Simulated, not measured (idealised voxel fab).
This section sets out a process module, namely voxel ribs on slabs.
We display cut, a cross-section 300 nm in width whose square cells are each 5 nm.
For the purposes of this document, a cross-section shall be understood as a grid of square cells, specified as bands listed in top-to-bottom order, each band consisting of one or more rows of cells. Top, bottom (nm), then materials left to right with widths (nm); lone material tagged "full width" fills the whole band edge to edge; "air" = empty space. Zero point of the height axis is 0; under it, received wafer = one material. Lowest band: continues down indefinitely, "0 -> down". A width given as "30->40" starts at the first number in the band's top row and ends at the second number in its bottom row, shifting by an equal amount at every step from row to row. A step reported as "no modifications" is a step in which no cell of the cross-section changed. The entry "Unvented voids" lists the empty spaces that cover at least 8 cells and have no open path to the top. Each is written as width x height at distance, where the distance is measured from the left edge and all three values are in nm. The remark found on a step's line after its settings is issued by the simulator itself and pertains to that step. You can add "overlay nm" to a step's line. For a step with a mask, it describes how far the mask lay to the right of its planned position, and a negative number describes a lay to the left.

Planned step list for the process
| 1 | RECEIVE: material Si |
| 2 | DIRECTIONAL_DEP: material SiO2, thk nm 25 |
| 3 | DIRECTIONAL_DEP: material SiN, thk nm 15 |
| 4 | PATTERN: tone cover, mask id RIB, material resist, width nm 25, thk nm 20, overlay nm 0 |
| 5 | DIRECTIONAL_ETCH: etch materials SiN, depth nm 5 |
| 6 | STRIP: etch materials resist |
| 7 | PATTERN: tone cover, mask id SLAB, material resist, width nm 85, thk nm 15, overlay nm 0 |
| 8 | DIRECTIONAL_ETCH: etch materials SiN, depth nm 10 |
| 9 | STRIP: etch materials resist |
| 10 | FILL_DEP: material SiO2, thk nm 25 |
| 11 | CMP: height nm 60 |
| 12 | DIRECTIONAL_DEP: material W, thk nm 5 |
| 13 | PATTERN: tone cover, mask id HEATER, material resist, width nm 35, thk nm 15, overlay nm 0 |
| 14 | DIRECTIONAL_ETCH: etch materials W, depth nm 5 |
| 15 | STRIP: etch materials resist |
| 16 | CONFORMAL_DEP: material SiO2, thk nm 5 |

Incoming wafer in cross-section (state: after step 1)
> 0 -> down = Si full width
> Unvented voids: none

The plan above was carried out on the starting structure above with one mistake, and this cross-section shows the wafer at the end of the module
> 70 -> 65 = 125 nm air, then 45 nm SiO2, then 130 nm air
> 65 -> 60 = 130 nm SiO2, then 35 nm W, then 135 nm SiO2
> 60 -> 40 = SiO2 full width
> 40 -> 25 = 135 nm SiO2, then 25 nm SiN, then 140 nm SiO2
> 25 -> 0 = SiO2 full width
> 0 -> down = Si full width
> Unvented voids: none
What was the processing mistake? step 5 did not use the planned setting and instead ran as DIRECTIONAL_ETCH: etch materials SiN, depth nm 15
